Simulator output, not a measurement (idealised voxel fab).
Presented below is a process module, voxel capacitor over wiring.
Section shown: cut. Width: 200 nm. Cell size: 5 nm, square.
How to read a cross-section here: the picture is a grid of square cells, written as bands going from the top down, and any band can span one or more rows of cells.
The entry gives the band's vertical extent as a top height and a bottom height in nm, then its horizontal make-up as materials from left to right, each with a width in nm. "empty" stands for empty space; a single material marked "all across" fills the band edge to edge.
Convention: height 0 is the level below which the wafer, as received, is all one material. The lowest band does not terminate at the bottom but continues downward, represented as "0 nm and below".
Graded width ("30->40"): value in top row of band = first number; value in bottom row = second number; row-to-row change constant.
You'll sometimes find "remains unaltered" written for a step, and that's the way of saying that nowhere in the cross-section did a cell change during that step.
Voids not open to the top, 8 cells minimum: see "Sealed cavities". Written width x height at distance; distance is from the left edge; nm.
That trailing text on a step's line, after the settings, is the simulator's own remark on the step.
If you see "overlay nm" on a step's line and that step has a mask, it's telling you how far right of where it was planned the mask ended up; a negative number means it went left instead.
Each pair of cross-sections that follows straddles one process step: the one shows the state before the step, the other the state after it, down to the lowest band that changed and no further. The step in question, and its settings, are given under the pair. Note that a pair is not necessarily a continuation of the pair above it, since pairs can come from different runs of this module on the same starting wafer; it is a continuation only where its entry headed "Before the step" says so.

Before the step
* 100 nm to 95 nm  65 of TiN / 5 of empty / 130 of TiN
* 95 nm to 90 nm  60 of SiO2 / 5 of TiN / 5 of empty / 5 of TiN / 125 of SiO2
* 90 nm to 85 nm  60 of SiO2 / 15 of TiN / 125 of SiO2
* 85 nm to 75 nm  55 of SiO2 / 65 of TiN / 80 of SiO2
* 75 nm to 70 nm  55 of SiO2 / 65 of Al2O3 / 80 of SiO2
* 70 nm to 65 nm  50 of SiO2 / 75 of TiN / 75 of SiO2
* 65 nm to 45 nm  55 of SiO2 / 5 of TiN / 5 of W / 5 of TiN / 130 of SiO2
* 45 nm to 40 nm  55 of SiCN / 15 of TiN / 130 of SiCN
* 40 nm to 20 nm  45 of lowk / 5 of SiN / 20 of W / 5 of SiN / 50 of lowk / 5 of SiN / 20 of W / 5 of SiN / 45 of lowk
* 20 nm to 15 nm  50 of SiN / 20 of TiN / 60 of SiN / 20 of TiN / 50 of SiN
* 15 nm to 0 nm  SiO2 all across
* 0 nm and below  Si all across
* Sealed cavities: none

Step Result
* 105 nm to 100 nm  W all across
* 100 nm to 95 nm  65 of TiN / 5 of W / 130 of TiN
* 95 nm to 90 nm  60 of SiO2 / 5 of TiN / 5 of W / 5 of TiN / 125 of SiO2
* Below 90, the layers are the same as they were.
* Sealed cavities: none
The process step separating the two cross-sections depicted above is as follows: FILL_DEP, material W, thk nm 5

Before the step: unchanged from the after cross-section in the pair immediately above; refer to that figure.

Step Result
* 95 nm to 90 nm  60 of SiO2 / 5 of TiN / 5 of W / 5 of TiN / 125 of SiO2
* Below 90, the layers are the same as they were.
* Sealed cavities: none
The process step separating the two cross-sections depicted above is as follows: CMP, height nm 95

Before the step: unchanged from the after cross-section in the pair immediately above; refer to that figure.

Step Result
* 100 nm to 95 nm  SiN all across
* Below 95, the layers are the same as they were.
* Sealed cavities: none
The process step separating the two cross-sections depicted above is as follows: CONFORMAL_DEP, material SiN, thk nm 5

Before the step
* 20 nm to 15 nm  TiN all across
* 15 nm to 0 nm  SiO2 all across
* 0 nm and below  Si all across
* Sealed cavities: none

Step Result
* 40 nm to 20 nm  Al2O3 all across
* Below 20, the layers are the same as they were.
* Sealed cavities: none
The process step separating the two cross-sections depicted above is as follows: DIRECTIONAL_DEP, material Al2O3, thk nm 20

Before the step: unchanged from the after cross-section in the pair immediately above; refer to that figure.

Step Result
* 55 nm to 40 nm  50 of empty / 20 of resist / 60 of empty / 20 of resist / 50 of empty
* Below 40, the layers are the same as they were.
* Sealed cavities: none
The process step separating the two cross-sections depicted above is as follows: PATTERN, tone cover, mask id METAL_1, material resist, width nm 20, pitch nm 80, thk nm 15, overlay nm 0

Before the step: unchanged from the after cross-section in the pair immediately above; refer to that figure.

Step Result
* 40 nm to 20 nm  Al2O3 all across
* Below 20, the layers are the same as they were.
* Sealed cavities: none
The process step separating the two cross-sections depicted above is as follows: STRIP, etch materials resist

Before the step: unchanged from the after cross-section in the pair immediately above; refer to that figure.

Step Result
* 45 nm to 40 nm  SiN all across
* Below 40, the layers are the same as they were.
* Sealed cavities: none
The process step separating the two cross-sections depicted above is as follows: CONFORMAL_DEP, material SiN, thk nm 5

Before the step: unchanged from the after cross-section in the pair immediately above; refer to that figure.

Step Result
* 55 nm to 45 nm  lowk all across
* Below 45, the layers are the same as they were.
* Sealed cavities: none
The process step separating the two cross-sections depicted above is as follows: FILL_DEP, material lowk, thk nm 10

Before the step: unchanged from the after cross-section in the pair immediately above; refer to that figure.

Step Result
* 40 nm to 20 nm  Al2O3 all across
* Below 20, the layers are the same as they were.
* Sealed cavities: none
The process step separating the two cross-sections depicted above is as follows: CMP, height nm 40

Before the step: unchanged from the after cross-section in the pair immediately above; refer to that figure.

Step Result
* 45 nm to 40 nm  SiCN all across
* Below 40, the layers are the same as they were.
* Sealed cavities: none
The process step separating the two cross-sections depicted above is as follows: CONFORMAL_DEP, material SiCN, thk nm 5

Before the step: unchanged from the after cross-section in the pair immediately above; refer to that figure.

Step Result
* 65 nm to 45 nm  SiO2 all across
* Below 45, the layers are the same as they were.
* Sealed cavities: none
The process step separating the two cross-sections depicted above is as follows: DIRECTIONAL_DEP, material SiO2, thk nm 20

Before the step: unchanged from the after cross-section in the pair immediately above; refer to that figure.

Step Result
* 65 nm to 45 nm  55 of SiO2 / 15 of empty / 130 of SiO2
* Below 45, the layers are the same as they were.
* Sealed cavities: none
The process step separating the two cross-sections depicted above is as follows: MASKED_ETCH, tone open, mask id PLUG_1, width nm 15, etch materials SiO2, depth nm 20, overlay nm 0

Before the step: unchanged from the after cross-section in the pair immediately above; refer to that figure.

Step Result
* 65 nm to 45 nm  55 of SiO2 / 15 of empty / 130 of SiO2
* 45 nm to 40 nm  55 of SiCN / 15 of empty / 130 of SiCN
* Below 40, the layers are the same as they were.
* Sealed cavities: none
The process step separating the two cross-sections depicted above is as follows: MASKED_ETCH, tone open, mask id PLUG_1, width nm 15, etch materials SiCN, depth nm 5, overlay nm 0

Before the step: unchanged from the after cross-section in the pair immediately above; refer to that figure.

Step Result
* 70 nm to 65 nm  60 of TiN / 5 of empty / 135 of TiN
* 65 nm to 45 nm  55 of SiO2 / 5 of TiN / 5 of empty / 5 of TiN / 130 of SiO2
* 45 nm to 40 nm  55 of SiCN / 15 of TiN / 130 of SiCN
* Below 40, the layers are the same as they were.
* Sealed cavities: none
The process step separating the two cross-sections depicted above is as follows: CONFORMAL_DEP, material TiN, thk nm 5

Before the step: unchanged from the after cross-section in the pair immediately above; refer to that figure.

Step Result
* 80 nm to 70 nm  W all across
* 70 nm to 65 nm  60 of TiN / 5 of W / 135 of TiN
* 65 nm to 45 nm  55 of SiO2 / 5 of TiN / 5 of W / 5 of TiN / 130 of SiO2
* Below 45, the layers are the same as they were.
* Sealed cavities: none
The process step separating the two cross-sections depicted above is as follows: FILL_DEP, material W, thk nm 10

Before the step: unchanged from the after cross-section in the pair immediately above; refer to that figure.

Step Result
* 65 nm to 45 nm  55 of SiO2 / 5 of TiN / 5 of W / 5 of TiN / 130 of SiO2
* Below 45, the layers are the same as they were.
* Sealed cavities: none
The process step separating the two cross-sections depicted above is as follows: CMP, height nm 65

Before the step: unchanged from the after cross-section in the pair immediately above; refer to that figure.

Step Result
* 70 nm to 65 nm  TiN all across
* Below 65, the layers are the same as they were.
* Sealed cavities: none
The process step separating the two cross-sections depicted above is as follows: DIRECTIONAL_DEP, material TiN, thk nm 5

Before the step: unchanged from the after cross-section in the pair immediately above; refer to that figure.

Step Result
* 75 nm to 70 nm  Al2O3 all across
* Below 70, the layers are the same as they were.
* Sealed cavities: none
The process step separating the two cross-sections depicted above is as follows: DIRECTIONAL_DEP, material Al2O3, thk nm 5

Before the step: unchanged from the after cross-section in the pair immediately above; refer to that figure.

Step Result
* 85 nm to 75 nm  TiN all across
* Below 75, the layers are the same as they were.
* Sealed cavities: none
The process step separating the two cross-sections depicted above is as follows: DIRECTIONAL_DEP, material TiN, thk nm 10

Before the step: unchanged from the after cross-section in the pair immediately above; refer to that figure.

Step Result
* 85 nm to 75 nm  55 of empty / 65 of TiN / 80 of empty
* Below 75, the layers are the same as they were.
* Sealed cavities: none
The process step separating the two cross-sections depicted above is as follows: MASKED_ETCH, tone cover, mask id UPPER_PLATE, width nm 65, etch materials TiN, depth nm 10, overlay nm 0

Before the step: unchanged from the after cross-section in the pair immediately above; refer to that figure.

Step Result
* 85 nm to 75 nm  55 of empty / 65 of TiN / 80 of empty
* 75 nm to 70 nm  55 of empty / 65 of Al2O3 / 80 of empty
* Below 70, the layers are the same as they were.
* Sealed cavities: none
The process step separating the two cross-sections depicted above is as follows: MASKED_ETCH, tone cover, mask id UPPER_PLATE, width nm 65, etch materials Al2O3, depth nm 5, overlay nm 0

Before the step: unchanged from the after cross-section in the pair immediately above; refer to that figure.

Step Result
* 100 nm to 85 nm  55 of empty / 65 of aC / 80 of empty
* 85 nm to 75 nm  55 of aC / 65 of TiN / 80 of aC
* 75 nm to 70 nm  55 of aC / 65 of Al2O3 / 80 of aC
* Below 70, the layers are the same as they were.
* Sealed cavities: none
The process step separating the two cross-sections depicted above is as follows: DIRECTIONAL_DEP, material aC, thk nm 15

Before the step: unchanged from the after cross-section in the pair immediately above; refer to that figure.

Step Result
* 135 nm to 100 nm  50 of empty / 75 of resist / 75 of empty
* 100 nm to 85 nm  50 of empty / 5 of resist / 65 of aC / 5 of resist / 75 of empty
* Below 85, the layers are the same as they were.
* Sealed cavities: none
The process step separating the two cross-sections depicted above is as follows: PATTERN, tone cover, mask id LOWER_PLATE, material resist, width nm 75, thk nm 35, overlay nm 0

Before the step: unchanged from the after cross-section in the pair immediately above; refer to that figure.

Step Result
* 120 nm to 100 nm  50 of empty / 75 of resist / 75 of empty
* 100 nm to 85 nm  50 of empty / 5 of resist / 65 of aC / 5 of resist / 75 of empty
* 85 nm to 75 nm  50 of empty / 5 of aC / 65 of TiN / 5 of aC / 75 of empty
* 75 nm to 70 nm  50 of empty / 5 of aC / 65 of Al2O3 / 5 of aC / 75 of empty
* Below 70, the layers are the same as they were.
* Sealed cavities: none
The process step separating the two cross-sections depicted above is as follows: DIRECTIONAL_ETCH, etch materials aC, depth nm 15

Before the step: unchanged from the after cross-section in the pair immediately above; refer to that figure.

Step Result
* 100 nm to 85 nm  55 of empty / 65 of aC / 80 of empty
* Below 85, the layers are the same as they were.
* Sealed cavities: none
The process step separating the two cross-sections depicted above is as follows: STRIP, etch materials resist

Before the step: unchanged from the after cross-section in the pair immediately above; refer to that figure.

Step Result
* 100 nm to 85 nm  55 of empty / 65 of aC / 80 of empty
* 85 nm to 75 nm  50 of empty / 5 of aC / 65 of TiN / 5 of aC / 75 of empty
* 75 nm to 70 nm  50 of empty / 5 of aC / 65 of Al2O3 / 5 of aC / 75 of empty
* 70 nm to 65 nm  50 of empty / 75 of TiN / 75 of empty
* Below 65, the layers are the same as they were.
* Sealed cavities: none
The process step separating the two cross-sections depicted above is as follows: DIRECTIONAL_ETCH, etch materials TiN, depth nm 5

Before the step: unchanged from the after cross-section in the pair immediately above; refer to that figure.

Step Result
* 85 nm to 75 nm  55 of empty / 65 of TiN / 80 of empty
* 75 nm to 70 nm  55 of empty / 65 of Al2O3 / 80 of empty
* Below 70, the layers are the same as they were.
* Sealed cavities: none
The process step separating the two cross-sections depicted above is as follows: STRIP, etch materials aC

Before the step: unchanged from the after cross-section in the pair immediately above; refer to that figure.

Step Result
* 100 nm to 85 nm  SiO2 all across
* 85 nm to 75 nm  55 of SiO2 / 65 of TiN / 80 of SiO2
* 75 nm to 70 nm  55 of SiO2 / 65 of Al2O3 / 80 of SiO2
* 70 nm to 65 nm  50 of SiO2 / 75 of TiN / 75 of SiO2
* Below 65, the layers are the same as they were.
* Sealed cavities: none
The process step separating the two cross-sections depicted above is as follows: FILL_DEP, material SiO2, thk nm 15

Before the step: unchanged from the after cross-section in the pair immediately above; refer to that figure.

Step Result
* 95 nm to 85 nm  SiO2 all across
* Below 85, the layers are the same as they were.
* Sealed cavities: none
The process step separating the two cross-sections depicted above is as follows: CMP, height nm 95

Before the step: unchanged from the after cross-section in the pair immediately above; refer to that figure.

Step Result
* 95 nm to 85 nm  65 of SiO2 / 15 of empty / 120 of SiO2
* Below 85, the layers are the same as they were.
* Sealed cavities: none
The process step separating the two cross-sections depicted above is as follows: MASKED_ETCH, tone open, mask id PLUG_2, width nm 15, etch materials SiO2, depth nm 10, overlay nm 0

Before the step: unchanged from the after cross-section in the pair immediately above; refer to that figure.

Step Result
* 100 nm to 95 nm  70 of TiN / 5 of empty / 125 of TiN
* 95 nm to 90 nm  65 of SiO2 / 5 of TiN / 5 of empty / 5 of TiN / 120 of SiO2
* 90 nm to 85 nm  65 of SiO2 / 15 of TiN / 120 of SiO2
* Below 85, the layers are the same as they were.
* Sealed cavities: none
The process step separating the two cross-sections depicted above is as follows: CONFORMAL_DEP, material TiN, thk nm 5

Before the step: unchanged from the after cross-section in the pair immediately above; refer to that figure.

Step Result
* 105 nm to 100 nm  W all across
* 100 nm to 95 nm  70 of TiN / 5 of W / 125 of TiN
* 95 nm to 90 nm  65 of SiO2 / 5 of TiN / 5 of W / 5 of TiN / 120 of SiO2
* Below 90, the layers are the same as they were.
* Sealed cavities: none
The process step separating the two cross-sections depicted above is as follows: FILL_DEP, material W, thk nm 5

Before the step: unchanged from the after cross-section in the pair immediately above; refer to that figure.

Step Result
* 95 nm to 90 nm  65 of SiO2 / 5 of TiN / 5 of W / 5 of TiN / 120 of SiO2
* Below 90, the layers are the same as they were.
* Sealed cavities: none
The process step separating the two cross-sections depicted above is as follows: CMP, height nm 95

Before the step: unchanged from the after cross-section in the pair immediately above; refer to that figure.

Step Result
* 100 nm to 95 nm  SiN all across
* Below 95, the layers are the same as they were.
* Sealed cavities: none
The process step separating the two cross-sections depicted above is as follows: CONFORMAL_DEP, material SiN, thk nm 5

Before the step
* 85 nm to 75 nm  TiN all across
* 75 nm to 70 nm  Al2O3 all across
* 70 nm to 65 nm  TiN all across
* 65 nm to 45 nm  55 of SiO2 / 5 of TiN / 5 of W / 5 of TiN / 130 of SiO2
* 45 nm to 40 nm  55 of SiCN / 15 of TiN / 130 of SiCN
* 40 nm to 20 nm  45 of lowk / 5 of SiN / 20 of W / 5 of SiN / 50 of lowk / 5 of SiN / 20 of W / 5 of SiN / 45 of lowk
* 20 nm to 15 nm  50 of SiN / 20 of TiN / 60 of SiN / 20 of TiN / 50 of SiN
* 15 nm to 0 nm  SiO2 all across
* 0 nm and below  Si all across
* Sealed cavities: none

Step Result
* 85 nm to 75 nm  55 of TiN / 65 of empty / 80 of TiN
* Below 75, the layers are the same as they were.
* Sealed cavities: none
The process step separating the two cross-sections depicted above is as follows: MASKED_ETCH, tone open, mask id UPPER_PLATE, width nm 65, etch materials TiN, depth nm 10, overlay nm 0

Before the step: unchanged from the after cross-section in the pair immediately above; refer to that figure.

Step Result
* 100 nm to 90 nm  55 of aC / 65 of empty / 80 of aC
* 90 nm to 85 nm  aC all across
* 85 nm to 75 nm  55 of TiN / 65 of aC / 80 of TiN
* Below 75, the layers are the same as they were.
* Sealed cavities: none
The process step separating the two cross-sections depicted above is as follows: DIRECTIONAL_DEP, material aC, thk nm 15

Before the step: unchanged from the after cross-section in the pair immediately above; refer to that figure.

Step Result
* 135 nm to 100 nm  50 of empty / 75 of resist / 75 of empty
* 100 nm to 90 nm  55 of aC / 65 of resist / 80 of aC
* Below 90, the layers are the same as they were.
* Sealed cavities: none
The process step separating the two cross-sections depicted above is as follows: PATTERN, tone cover, mask id LOWER_PLATE, material resist, width nm 75, thk nm 35, overlay nm 0

Before the step: unchanged from the after cross-section in the pair immediately above; refer to that figure.

Step Result
* 120 nm to 100 nm  50 of empty / 75 of resist / 75 of empty
* 100 nm to 90 nm  50 of empty / 5 of aC / 65 of resist / 5 of aC / 75 of empty
* 90 nm to 85 nm  50 of empty / 75 of aC / 75 of empty
* Below 85, the layers are the same as they were.
* Sealed cavities: none
The process step separating the two cross-sections depicted above is as follows: DIRECTIONAL_ETCH, etch materials aC, depth nm 15

Before the step: unchanged from the after cross-section in the pair immediately above; refer to that figure.

Step Result
* 100 nm to 90 nm  50 of empty / 5 of aC / 65 of empty / 5 of aC / 75 of empty
* Below 90, the layers are the same as they were.
* Sealed cavities: none
The process step separating the two cross-sections depicted above is as follows: STRIP, etch materials resist

Before the step: unchanged from the after cross-section in the pair immediately above; refer to that figure.

Step Result
* 100 nm to 90 nm  50 of empty / 5 of aC / 65 of empty / 5 of aC / 75 of empty
* 90 nm to 85 nm  50 of empty / 75 of aC / 75 of empty
* 85 nm to 80 nm  50 of empty / 5 of TiN / 65 of aC / 5 of TiN / 75 of empty
* Below 80, the layers are the same as they were.
* Sealed cavities: none
The process step separating the two cross-sections depicted above is as follows: DIRECTIONAL_ETCH, etch materials TiN, depth nm 5

Before the step: unchanged from the after cross-section in the pair immediately above; refer to that figure.

Step Result
* 85 nm to 80 nm  50 of empty / 5 of TiN / 65 of empty / 5 of TiN / 75 of empty
* 80 nm to 75 nm  55 of TiN / 65 of empty / 80 of TiN
* Below 75, the layers are the same as they were.
* Sealed cavities: none
The process step separating the two cross-sections depicted above is as follows: STRIP, etch materials aC

Before the step: unchanged from the after cross-section in the pair immediately above; refer to that figure.

Step Result
* 100 nm to 85 nm  SiO2 all across
* 85 nm to 80 nm  50 of SiO2 / 5 of TiN / 65 of SiO2 / 5 of TiN / 75 of SiO2
* 80 nm to 75 nm  55 of TiN / 65 of SiO2 / 80 of TiN
* Below 75, the layers are the same as they were.
* Sealed cavities: none
The process step separating the two cross-sections depicted above is as follows: FILL_DEP, material SiO2, thk nm 15

Before the step: unchanged from the after cross-section in the pair immediately above; refer to that figure.

Step Result
* 95 nm to 85 nm  SiO2 all across
* Below 85, the layers are the same as they were.
* Sealed cavities: none
The process step separating the two cross-sections depicted above is as follows: CMP, height nm 95

Before the step: unchanged from the after cross-section in the pair immediately above; refer to that figure.

Step Result
* 95 nm to 85 nm  65 of SiO2 / 15 of empty / 120 of SiO2
* Below 85, the layers are the same as they were.
* Sealed cavities: none
The process step separating the two cross-sections depicted above is as follows: MASKED_ETCH, tone open, mask id PLUG_2, width nm 15, etch materials SiO2, depth nm 10, overlay nm 0

Before the step: unchanged from the after cross-section in the pair immediately above; refer to that figure.

Step Result
* 100 nm to 95 nm  70 of TiN / 5 of empty / 125 of TiN
* 95 nm to 90 nm  65 of SiO2 / 5 of TiN / 5 of empty / 5 of TiN / 120 of SiO2
* 90 nm to 85 nm  65 of SiO2 / 15 of TiN / 120 of SiO2
* Below 85, the layers are the same as they were.
* Sealed cavities: none
The process step separating the two cross-sections depicted above is as follows: CONFORMAL_DEP, material TiN, thk nm 5

Before the step: unchanged from the after cross-section in the pair immediately above; refer to that figure.

Step Result
* 105 nm to 100 nm  W all across
* 100 nm to 95 nm  70 of TiN / 5 of W / 125 of TiN
* 95 nm to 90 nm  65 of SiO2 / 5 of TiN / 5 of W / 5 of TiN / 120 of SiO2
* Below 90, the layers are the same as they were.
* Sealed cavities: none
The process step separating the two cross-sections depicted above is as follows: FILL_DEP, material W, thk nm 5

Before the step: unchanged from the after cross-section in the pair immediately above; refer to that figure.

Step Result
* 95 nm to 90 nm  65 of SiO2 / 5 of TiN / 5 of W / 5 of TiN / 120 of SiO2
* Below 90, the layers are the same as they were.
* Sealed cavities: none
The process step separating the two cross-sections depicted above is as follows: CMP, height nm 95

Before the step: unchanged from the after cross-section in the pair immediately above; refer to that figure.

Step Result
* 100 nm to 95 nm  SiN all across
* Below 95, the layers are the same as they were.
* Sealed cavities: none
The process step separating the two cross-sections depicted above is as follows: CONFORMAL_DEP, material SiN, thk nm 5
